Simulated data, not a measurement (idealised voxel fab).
process module | voxel fin reveal
cross-section cut | 295 nm wide | cells 5 nm
A cross-section is a grid of square cells, given in bands from the top down. A band is one or more rows of cells.
Each band's line starts with the height of the band's top and of its bottom, in nm. Then come its materials from left to right, each with its width in nm. One material with "throughout" fills the band from edge to edge. "air" is empty space.
Height 0 is the level under which the wafer as received is all one material. The lowest band goes on downwards, as in "0 down".
A width such as "30 to 40" changes by the same amount from each row of cells to the next, from the band's top row to its bottom row.
"no change" after a step means that no cell of the cross-section changed.
closed voids: empty space of 8 cells or more with no open way to the top, each as width x height at its distance from the left edge, in nm
after a step's settings: what the simulator itself notes on the step
overlay nm, on a step with a mask: how far to the right of its planned place the mask lay; to the left if negative
plan
1 op RECEIVE | material Si
2 op CONFORMAL_DEP | material SiN | thk nm 10
3 op PATTERN | tone cover | mask id FINS | material resist | width nm 15 | pitch nm 40 | thk nm 20 | overlay nm 0
4 op DIRECTIONAL_ETCH | etch materials SiN | depth nm 10
5 op DIRECTIONAL_ETCH | etch materials Si | depth nm 30
6 op STRIP | etch materials resist
7 op FILL_DEP | material SiO2 | thk nm 5
8 op CMP | height nm 10
9 op SELECTIVE_ETCH | etch materials SiO2 | depth nm 25
10 op STRIP | etch materials SiN
11 op CONFORMAL_DEP | material SiO2 | thk nm 5
first wafer, as planned
as received, after step 1
  0 down: Si throughout
  closed voids: none
after step 2
  10 to 0: SiN throughout
  below 0: unchanged
after step 3
  30 to 10: air 100 | resist 15 | air 25 | resist 15 | air 25 | resist 15 | air 100
  below 10: unchanged
after step 4
  30 to 10: air 100 | resist 15 | air 25 | resist 15 | air 25 | resist 15 | air 100
  10 to 0: air 100 | SiN 15 | air 25 | SiN 15 | air 25 | SiN 15 | air 100
  below 0: unchanged
after step 5
  30 to 10: air 100 | resist 15 | air 25 | resist 15 | air 25 | resist 15 | air 100
  10 to 0: air 100 | SiN 15 | air 25 | SiN 15 | air 25 | SiN 15 | air 100
  0 to -30: air 100 | Si 15 | air 25 | Si 15 | air 25 | Si 15 | air 100
  below -30: unchanged
after step 6
  10 to 0: air 100 | SiN 15 | air 25 | SiN 15 | air 25 | SiN 15 | air 100
  below 0: unchanged
after step 7
  15 to 10: SiO2 throughout
  10 to 0: SiO2 100 | SiN 15 | SiO2 25 | SiN 15 | SiO2 25 | SiN 15 | SiO2 100
  0 to -30: SiO2 100 | Si 15 | SiO2 25 | Si 15 | SiO2 25 | Si 15 | SiO2 100
  below -30: unchanged
after step 8
  10 to 0: SiO2 100 | SiN 15 | SiO2 25 | SiN 15 | SiO2 25 | SiN 15 | SiO2 100
  below 0: unchanged
after step 9
  10 to 0: air 100 | SiN 15 | air 25 | SiN 15 | air 25 | SiN 15 | air 100
  0 to -15: air 100 | Si 15 | air 25 | Si 15 | air 25 | Si 15 | air 100
  below -15: unchanged
after step 10
  0 to -15: air 100 | Si 15 | air 25 | Si 15 | air 25 | Si 15 | air 100
  below -15: unchanged
after step 11
  5 to 0: air 95 | SiO2 25 | air 15 | SiO2 25 | air 15 | SiO2 25 | air 95
  0 to -10: air 95 | SiO2 5 | Si 15 | SiO2 5 | air 15 | SiO2 5 | Si 15 | SiO2 5 | air 15 | SiO2 5 | Si 15 | SiO2 5 | air 95
  -10 to -30: SiO2 100 | Si 15 | SiO2 25 | Si 15 | SiO2 25 | Si 15 | SiO2 100
  below -30: unchanged
second wafer: like start, like plan, one mistake. Through step 2 it matches the first wafer
when step 3 should have ended
  30 to 10: air 95 | resist 25 | air 15 | resist 25 | air 15 | resist 25 | air 95
  below 10: unchanged
when step 4 should have ended
  30 to 10: air 95 | resist 25 | air 15 | resist 25 | air 15 | resist 25 | air 95
  10 to 0: air 95 | SiN 25 | air 15 | SiN 25 | air 15 | SiN 25 | air 95
  below 0: unchanged
when step 5 should have ended
  30 to 10: air 95 | resist 25 | air 15 | resist 25 | air 15 | resist 25 | air 95
  10 to 0: air 95 | SiN 25 | air 15 | SiN 25 | air 15 | SiN 25 | air 95
  0 to -30: air 95 | Si 25 | air 15 | Si 25 | air 15 | Si 25 | air 95
  below -30: unchanged
when step 6 should have ended
  10 to 0: air 95 | SiN 25 | air 15 | SiN 25 | air 15 | SiN 25 | air 95
  below 0: unchanged
when step 7 should have ended
  15 to 10: SiO2 throughout
  10 to 0: SiO2 95 | SiN 25 | SiO2 15 | SiN 25 | SiO2 15 | SiN 25 | SiO2 95
  0 to -30: SiO2 95 | Si 25 | SiO2 15 | Si 25 | SiO2 15 | Si 25 | SiO2 95
  below -30: unchanged
when step 8 should have ended
  10 to 0: SiO2 95 | SiN 25 | SiO2 15 | SiN 25 | SiO2 15 | SiN 25 | SiO2 95
  below 0: unchanged
when step 9 should have ended
  10 to 0: air 95 | SiN 25 | air 15 | SiN 25 | air 15 | SiN 25 | air 95
  0 to -15: air 95 | Si 25 | air 15 | Si 25 | air 15 | Si 25 | air 95
  below -15: unchanged
when step 10 should have ended
  0 to -15: air 95 | Si 25 | air 15 | Si 25 | air 15 | Si 25 | air 95
  below -15: unchanged
when step 11 should have ended
  5 to 0: air 90 | SiO2 35 | air 5 | SiO2 35 | air 5 | SiO2 35 | air 90
  0 to -10: air 90 | SiO2 5 | Si 25 | SiO2 5 | air 5 | SiO2 5 | Si 25 | SiO2 5 | air 5 | SiO2 5 | Si 25 | SiO2 5 | air 90
  -10 to -30: SiO2 95 | Si 25 | SiO2 15 | Si 25 | SiO2 15 | Si 25 | SiO2 95
  below -30: unchanged
what went wrong: step 3 ran as: op PATTERN | tone cover | mask id FINS | material resist | width nm 25 | pitch nm 40 | thk nm 20 | overlay nm 0
at the end the second wafer has, in cells: 36 more of Si | 18 fewer of SiO2
